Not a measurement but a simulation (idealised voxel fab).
process module | voxel ribs on slabs
cross-section cut | 230 nm wide | cells 5 nm
A cross-section is a grid of square cells, given in bands from the top down. A band is one or more rows of cells.
Each band's line starts with the height of the band's top and of its bottom, in nm. Then come its materials from left to right, each with its width in nm. One material with "throughout" fills the band from edge to edge. "air" is empty space.
Height 0 is the level under which the wafer as received is all one material. The lowest band goes on downwards, as in "0 down".
A width such as "30 to 40" changes by the same amount from each row of cells to the next, from the band's top row to its bottom row.
"no change" after a step means that no cell of the cross-section changed.
closed voids: empty space of 8 cells or more with no open way to the top, each as width x height at its distance from the left edge, in nm
after a step's settings: what the simulator itself notes on the step
overlay nm, on a step with a mask: how far to the right of its planned place the mask lay; to the left if negative
plan
1 op RECEIVE | material Si
2 op DIRECTIONAL_DEP | material SiO2 | thk nm 20
3 op DIRECTIONAL_DEP | material polySi | thk nm 20
4 op DIRECTIONAL_DEP | material aC | thk nm 10
5 op PATTERN | tone cover | mask id RIB | material resist | width nm 25 | thk nm 30 | overlay nm 0
6 op DIRECTIONAL_ETCH | etch materials aC | depth nm 10
7 op STRIP | etch materials resist
8 op DIRECTIONAL_ETCH | etch materials polySi | depth nm 5
9 op STRIP | etch materials aC
10 op MASKED_ETCH | tone cover | mask id SLAB | width nm 65 | etch materials polySi | depth nm 5 | overlay nm 0
11 op FILL_DEP | material SiO2 | thk nm 20
12 op CMP | height nm 55
13 op DIRECTIONAL_DEP | material W | thk nm 5
14 op PATTERN | tone cover | mask id HEATER | material resist | width nm 35 | thk nm 20 | overlay nm 0
15 op DIRECTIONAL_ETCH | etch materials W | depth nm 5
16 op STRIP | etch materials resist
17 op CONFORMAL_DEP | material SiO2 | thk nm 5
varied across the wafers: depth nm of step 10. The plan shows the first wafer's value. All wafers start alike
first wafer as received, after step 1
  0 down: Si throughout
  closed voids: none
each wafer at the end: cells of each material gained (+) or lost (-) since it was received, then its closed voids
depth nm 5 | +444 SiO2 | +7 W | +110 polySi | closed voids: none
depth nm 10 | +477 SiO2 | +7 W | +77 polySi | closed voids: none
depth nm 15 | +510 SiO2 | +7 W | +44 polySi | closed voids: none
depth nm 20 | +510 SiO2 | +7 W | +44 polySi | closed voids: none
depth nm 25 | +510 SiO2 | +7 W | +44 polySi | closed voids: none
depth nm 30 | +510 SiO2 | +7 W | +44 polySi | closed voids: none
